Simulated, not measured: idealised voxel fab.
process module | voxel transistor to metal
cross-section cut | 160 nm wide | cells 5 nm
A cross-section is a grid of square cells, given in bands from the top down. A band is one or more rows of cells.
Each band's line starts with the height of the band's top and of its bottom, in nm. Then come its materials from left to right, each with its width in nm. One material with "throughout" fills the band from edge to edge. "air" is empty space.
Height 0 is the level under which the wafer as received is all one material. The lowest band goes on downwards, as in "0 down".
A width such as "30 to 40" changes by the same amount from each row of cells to the next, from the band's top row to its bottom row.
"no change" after a step means that no cell of the cross-section changed.
closed voids: empty space of 8 cells or more with no open way to the top, each as width x height at its distance from the left edge, in nm
after a step's settings: what the simulator itself notes on the step
overlay nm, on a step with a mask: how far to the right of its planned place the mask lay; to the left if negative
plan
1 op RECEIVE | material Si
2 op OXIDIZE | depth nm 5
3 op CONFORMAL_DEP | material SiN | thk nm 10
4 op DIRECTIONAL_DEP | material aC | thk nm 15
5 op PATTERN | tone cover | mask id ACTIVE | material resist | width nm 115 | thk nm 35 | overlay nm 0
6 op DIRECTIONAL_ETCH | etch materials aC | depth nm 15
7 op STRIP | etch materials resist
8 op DIRECTIONAL_ETCH | etch materials SiN | depth nm 10
9 op DIRECTIONAL_ETCH | etch materials SiO2 | depth nm 5
10 op DIRECTIONAL_ETCH | etch materials Si | depth nm 30
11 op STRIP | etch materials aC
12 op OXIDIZE | depth nm 5
13 op FILL_DEP | material SiO2 | thk nm 10
14 op CMP | height nm 10
15 op SELECTIVE_ETCH | etch materials SiO2 | depth nm 5
16 op STRIP | etch materials SiN
17 op SELECTIVE_ETCH | etch materials SiO2 | depth nm 5
18 op OXIDIZE | depth nm 5
19 op DIRECTIONAL_DEP | material polySi | thk nm 20
20 op DIRECTIONAL_DEP | material SiCN | thk nm 10
21 op DIRECTIONAL_DEP | material aC | thk nm 15
22 op PATTERN | tone cover | mask id GATE | material resist | width nm 15 | thk nm 30 | overlay nm -15
23 op DIRECTIONAL_ETCH | etch materials aC | depth nm 15
24 op STRIP | etch materials resist
25 op DIRECTIONAL_ETCH | etch materials SiCN | depth nm 20
26 op DIRECTIONAL_ETCH | etch materials polySi | depth nm 30
27 op STRIP | etch materials aC
28 op CONFORMAL_DEP | material SiN | thk nm 10
29 op DIRECTIONAL_ETCH | etch materials SiN | depth nm 10
30 op DIRECTIONAL_ETCH | etch materials SiO2 | depth nm 5
31 op DIRECTIONAL_ETCH | etch materials Si | depth nm 5
32 op EPI | material nSi | thk nm 10
33 op FILL_DEP | material SiO2 | thk nm 5
34 op CMP | height nm 25
35 op DIRECTIONAL_DEP | material SiO2 | thk nm 15
36 op PATTERN | tone open | mask id CONTACT | material resist | width nm 35 | pitch nm 60 | thk nm 20 | overlay nm 0
37 op DIRECTIONAL_ETCH | etch materials SiO2 | depth nm 45
38 op STRIP | etch materials resist
39 op CONFORMAL_DEP | material TiN | thk nm 5
40 op FILL_DEP | material W | thk nm 5
41 op CMP | height nm 40
42 op CONFORMAL_DEP | material SiCN | thk nm 5
43 op DIRECTIONAL_DEP | material lowk | thk nm 15
44 op MASKED_ETCH | tone open | mask id METAL_1 | width nm 20 | pitch nm 75 | etch materials lowk | depth nm 15 | overlay nm 0
45 op MASKED_ETCH | tone open | mask id METAL_1 | width nm 20 | pitch nm 75 | etch materials SiCN | depth nm 5 | overlay nm 0
46 op CONFORMAL_DEP | material TiN | thk nm 5
47 op FILL_DEP | material Cu | thk nm 5
48 op CMP | height nm 60
49 op EPI | material Ru | thk nm 5
50 op FILL_DEP | material SiCN | thk nm 5
varied across the wafers: overlay nm of step 22. The plan shows the first wafer's value. All wafers start alike
first wafer as received, after step 1
  0 down: Si throughout
  closed voids: none
first wafer at the end, after step 50
  70 to 65: SiCN throughout
  65 to 60: SiCN 25 | Ru 30 | SiCN 45 | Ru 30 | SiCN 30
  60 to 45: lowk 30 | TiN 5 | Cu 10 | TiN 5 | lowk 55 | TiN 5 | Cu 10 | TiN 5 | lowk 35
  45 to 40: SiCN 30 | TiN 20 | SiCN 55 | TiN 20 | SiCN 35
  40 to 30: SiO2 30 | TiN 5 | W 25 | TiN 5 | SiO2 25 | TiN 5 | W 25 | TiN 5 | SiO2 35
  30 to 25: SiO2 30 | TiN 5 | W 5 | TiN 25 | SiO2 25 | TiN 5 | W 25 | TiN 5 | SiO2 35
  25 to 15: SiO2 30 | TiN 5 | W 5 | TiN 5 | SiN 10 | SiCN 15 | SiN 10 | SiO2 10 | TiN 5 | W 25 | TiN 5 | SiO2 35
  15 to 5: SiO2 30 | TiN 5 | W 5 | TiN 5 | SiN 10 | polySi 15 | SiN 10 | SiO2 10 | TiN 5 | W 25 | TiN 5 | SiO2 35
  5 to 0: SiO2 30 | TiN 15 | SiN 10 | polySi 15 | SiN 10 | SiO2 10 | TiN 5 | W 25 | TiN 5 | SiO2 35
  0 to -5: SiO2 15 | SiN 10 | SiO2 5 | TiN 5 | nSi 10 | SiN 10 | polySi 15 | SiN 10 | nSi 10 | TiN 35 | SiO2 5 | SiN 10 | SiO2 20
  -5 to -10: SiO2 25 | nSi 20 | SiO2 35 | nSi 50 | SiO2 30
  -10 to -15: SiO2 25 | nSi 20 | Si 35 | nSi 50 | SiO2 30
  -15 to -40: SiO2 25 | Si 105 | SiO2 30
  -40 down: Si throughout
  closed voids: none
last wafer at the end
  70 to 65: SiCN throughout
  65 to 60: SiCN 25 | Ru 30 | SiCN 45 | Ru 30 | SiCN 30
  60 to 45: lowk 30 | TiN 5 | Cu 10 | TiN 5 | lowk 55 | TiN 5 | Cu 10 | TiN 5 | lowk 35
  45 to 40: SiCN 30 | TiN 20 | SiCN 55 | TiN 20 | SiCN 35
  40 to 30: SiO2 30 | TiN 5 | W 25 | TiN 5 | SiO2 25 | TiN 5 | W 25 | TiN 5 | SiO2 35
  30 to 25: SiO2 30 | TiN 5 | W 25 | TiN 5 | SiO2 25 | TiN 25 | W 5 | TiN 5 | SiO2 35
  25 to 15: SiO2 30 | TiN 5 | W 25 | TiN 5 | SiO2 10 | SiN 10 | SiCN 15 | SiN 10 | TiN 5 | W 5 | TiN 5 | SiO2 35
  15 to 5: SiO2 30 | TiN 5 | W 25 | TiN 5 | SiO2 10 | SiN 10 | polySi 15 | SiN 10 | TiN 5 | W 5 | TiN 5 | SiO2 35
  5 to 0: SiO2 30 | TiN 5 | W 25 | TiN 5 | SiO2 10 | SiN 10 | polySi 15 | SiN 10 | TiN 15 | SiO2 35
  0 to -5: SiO2 15 | SiN 10 | SiO2 5 | TiN 35 | nSi 10 | SiN 10 | polySi 15 | SiN 10 | nSi 10 | TiN 5 | SiO2 5 | SiN 10 | SiO2 20
  -5 to -10: SiO2 25 | nSi 50 | SiO2 35 | nSi 20 | SiO2 30
  -10 to -15: SiO2 25 | nSi 50 | Si 35 | nSi 20 | SiO2 30
  -15 to -40: SiO2 25 | Si 105 | SiO2 30
  -40 down: Si throughout
  closed voids: none
each wafer at the end: cells of each material gained (+) or lost (-) since it was received, then its closed voids
overlay nm -15 | +12 Cu | +12 Ru | -144 Si | +82 SiCN | +28 SiN | +222 SiO2 | +65 TiN | +55 W | +72 lowk | +32 nSi | +12 polySi | closed voids: none
overlay nm -10 | +12 Cu | +12 Ru | -144 Si | +82 SiCN | +28 SiN | +217 SiO2 | +66 TiN | +59 W | +72 lowk | +32 nSi | +12 polySi | closed voids: none
overlay nm -5 | +12 Cu | +12 Ru | -144 Si | +82 SiCN | +28 SiN | +212 SiO2 | +66 TiN | +64 W | +72 lowk | +32 nSi | +12 polySi | closed voids: none
overlay nm 0 | +12 Cu | +12 Ru | -144 Si | +82 SiCN | +28 SiN | +212 SiO2 | +66 TiN | +64 W | +72 lowk | +32 nSi | +12 polySi | closed voids: none
overlay nm 5 | +12 Cu | +12 Ru | -144 Si | +82 SiCN | +28 SiN | +212 SiO2 | +66 TiN | +64 W | +72 lowk | +32 nSi | +12 polySi | closed voids: none
overlay nm 10 | +12 Cu | +12 Ru | -144 Si | +82 SiCN | +28 SiN | +217 SiO2 | +66 TiN | +59 W | +72 lowk | +32 nSi | +12 polySi | closed voids: none
overlay nm 15 | +12 Cu | +12 Ru | -144 Si | +82 SiCN | +28 SiN | +222 SiO2 | +65 TiN | +55 W | +72 lowk | +32 nSi | +12 polySi | closed voids: none
